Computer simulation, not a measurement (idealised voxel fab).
process module | voxel self aligned contacts
cross-section cut | 260 nm wide | cells 5 nm
A cross-section is a grid of square cells, given in bands from the top down. A band is one or more rows of cells.
Each band's line starts with the height of the band's top and of its bottom, in nm. Then come its materials from left to right, each with its width in nm. One material with "throughout" fills the band from edge to edge. "air" is empty space.
Height 0 is the level under which the wafer as received is all one material. The lowest band goes on downwards, as in "0 down".
A width such as "30 to 40" changes by the same amount from each row of cells to the next, from the band's top row to its bottom row.
"no change" after a step means that no cell of the cross-section changed.
closed voids: empty space of 8 cells or more with no open way to the top, each as width x height at its distance from the left edge, in nm
after a step's settings: what the simulator itself notes on the step
overlay nm, on a step with a mask: how far to the right of its planned place the mask lay; to the left if negative
plan
1 op RECEIVE | material Si
2 op OXIDIZE | depth nm 5
3 op DIRECTIONAL_DEP | material polySi | thk nm 20
4 op DIRECTIONAL_DEP | material SiN | thk nm 20
5 op PATTERN | tone cover | mask id GATE | material resist | width nm 35 | pitch nm 60 | thk nm 15 | overlay nm 0
6 op DIRECTIONAL_ETCH | etch materials SiN | depth nm 20
7 op DIRECTIONAL_ETCH | etch materials polySi | depth nm 20
8 op STRIP | etch materials resist
9 op CONFORMAL_DEP | material SiN | thk nm 5
10 op DIRECTIONAL_ETCH | etch materials SiN | depth nm 5
11 op FILL_DEP | material SiO2 | thk nm 15
12 op CMP | height nm 45
13 op PATTERN | tone open | mask id CONTACT | material resist | width nm 45 | thk nm 15 | overlay nm 0
14 op DIRECTIONAL_ETCH | etch materials SiO2 | depth nm 50
15 op STRIP | etch materials resist
16 op CONFORMAL_DEP | material TiN | thk nm 5
17 op FILL_DEP | material Ru | thk nm 5
18 op CMP | height nm 45
19 op CONFORMAL_DEP | material SiCN | thk nm 5
first wafer, as planned
as received, after step 1
  0 down: Si throughout
  closed voids: none
after step 2
  0 to -5: SiO2 throughout
  below -5: unchanged
after step 3
  20 to 0: polySi throughout
  below 0: unchanged
after step 4
  40 to 20: SiN throughout
  below 20: unchanged
after step 5
  55 to 40: air 80 | resist 35 | air 25 | resist 35 | air 85
  below 40: unchanged
after step 6
  55 to 40: air 80 | resist 35 | air 25 | resist 35 | air 85
  40 to 20: air 80 | SiN 35 | air 25 | SiN 35 | air 85
  below 20: unchanged
after step 7
  55 to 40: air 80 | resist 35 | air 25 | resist 35 | air 85
  40 to 20: air 80 | SiN 35 | air 25 | SiN 35 | air 85
  20 to 0: air 80 | polySi 35 | air 25 | polySi 35 | air 85
  below 0: unchanged
after step 8
  40 to 20: air 80 | SiN 35 | air 25 | SiN 35 | air 85
  below 20: unchanged
after step 9
  45 to 20: air 75 | SiN 45 | air 15 | SiN 45 | air 80
  20 to 5: air 75 | SiN 5 | polySi 35 | SiN 5 | air 15 | SiN 5 | polySi 35 | SiN 5 | air 80
  5 to 0: SiN 80 | polySi 35 | SiN 25 | polySi 35 | SiN 85
  below 0: unchanged
after step 10
  40 to 20: air 75 | SiN 45 | air 15 | SiN 45 | air 80
  20 to 0: air 75 | SiN 5 | polySi 35 | SiN 5 | air 15 | SiN 5 | polySi 35 | SiN 5 | air 80
  below 0: unchanged
after step 11
  55 to 40: SiO2 throughout
  40 to 20: SiO2 75 | SiN 45 | SiO2 15 | SiN 45 | SiO2 80
  20 to 0: SiO2 75 | SiN 5 | polySi 35 | SiN 5 | SiO2 15 | SiN 5 | polySi 35 | SiN 5 | SiO2 80
  below 0: unchanged
after step 12
  45 to 40: SiO2 throughout
  below 40: unchanged
after step 13
  60 to 45: resist 105 | air 45 | resist 110
  below 45: unchanged
after step 14
  60 to 45: resist 105 | air 45 | resist 110
  45 to 40: SiO2 105 | air 45 | SiO2 110
  40 to 20: SiO2 75 | SiN 45 | air 15 | SiN 45 | SiO2 80
  20 to 0: SiO2 75 | SiN 5 | polySi 35 | SiN 5 | air 15 | SiN 5 | polySi 35 | SiN 5 | SiO2 80
  0 to -5: SiO2 120 | air 15 | SiO2 125
  below -5: unchanged
after step 15
  45 to 40: SiO2 105 | air 45 | SiO2 110
  below 40: unchanged
after step 16
  50 to 45: TiN 110 | air 35 | TiN 115
  45 to 40: SiO2 105 | TiN 20 | air 5 | TiN 20 | SiO2 110
  40 to 20: SiO2 75 | SiN 45 | TiN 5 | air 5 | TiN 5 | SiN 45 | SiO2 80
  20 to 0: SiO2 75 | SiN 5 | polySi 35 | SiN 5 | TiN 5 | air 5 | TiN 5 | SiN 5 | polySi 35 | SiN 5 | SiO2 80
  0 to -5: SiO2 120 | TiN 15 | SiO2 125
  below -5: unchanged
after step 17
  55 to 50: Ru throughout
  50 to 45: TiN 110 | Ru 35 | TiN 115
  45 to 40: SiO2 105 | TiN 20 | Ru 5 | TiN 20 | SiO2 110
  40 to 20: SiO2 75 | SiN 45 | TiN 5 | Ru 5 | TiN 5 | SiN 45 | SiO2 80
  20 to 0: SiO2 75 | SiN 5 | polySi 35 | SiN 5 | TiN 5 | Ru 5 | TiN 5 | SiN 5 | polySi 35 | SiN 5 | SiO2 80
  below 0: unchanged
after step 18
  45 to 40: SiO2 105 | TiN 20 | Ru 5 | TiN 20 | SiO2 110
  below 40: unchanged
after step 19
  50 to 45: SiCN throughout
  below 45: unchanged
second wafer: like start, like plan, one mistake. Through step 3 it matches the first wafer
when step 4 should have ended
  60 to 20: SiN throughout
  below 20: unchanged
when step 5 should have ended
  75 to 60: air 80 | resist 35 | air 25 | resist 35 | air 85
  below 60: unchanged
when step 6 should have ended
  75 to 60: air 80 | resist 35 | air 25 | resist 35 | air 85
  60 to 40: air 80 | SiN 35 | air 25 | SiN 35 | air 85
  below 40: unchanged
when step 7 should have ended: no change
when step 8 should have ended
  60 to 40: air 80 | SiN 35 | air 25 | SiN 35 | air 85
  below 40: unchanged
when step 9 should have ended
  65 to 45: air 75 | SiN 45 | air 15 | SiN 45 | air 80
  45 to 20: SiN throughout
  below 20: unchanged
when step 10 should have ended
  60 to 40: air 75 | SiN 45 | air 15 | SiN 45 | air 80
  below 40: unchanged
when step 11 should have ended
  75 to 60: SiO2 throughout
  60 to 40: SiO2 75 | SiN 45 | SiO2 15 | SiN 45 | SiO2 80
  below 40: unchanged
when step 12 should have ended
  45 to 40: SiO2 75 | SiN 45 | SiO2 15 | SiN 45 | SiO2 80
  below 40: unchanged
when step 13 should have ended
  60 to 45: resist 105 | air 45 | resist 110
  below 45: unchanged
when step 14 should have ended
  60 to 45: resist 105 | air 45 | resist 110
  45 to 40: SiO2 75 | SiN 45 | air 15 | SiN 45 | SiO2 80
  below 40: unchanged
when step 15 should have ended
  45 to 40: SiO2 75 | SiN 45 | air 15 | SiN 45 | SiO2 80
  below 40: unchanged
when step 16 should have ended
  50 to 45: TiN 125 | air 5 | TiN 130
  45 to 40: SiO2 75 | SiN 45 | TiN 15 | SiN 45 | SiO2 80
  below 40: unchanged
when step 17 should have ended
  55 to 50: Ru throughout
  50 to 45: TiN 125 | Ru 5 | TiN 130
  below 45: unchanged
when step 18 should have ended
  45 to 40: SiO2 75 | SiN 45 | TiN 15 | SiN 45 | SiO2 80
  below 40: unchanged
when step 19 should have ended
  50 to 45: SiCN throughout
  below 45: unchanged
what went wrong: step 4 was run twice
at the end the second wafer has, in cells: 9 fewer of Ru | 138 more of SiN | 257 fewer of SiO2 | 24 fewer of TiN | 152 more of polySi
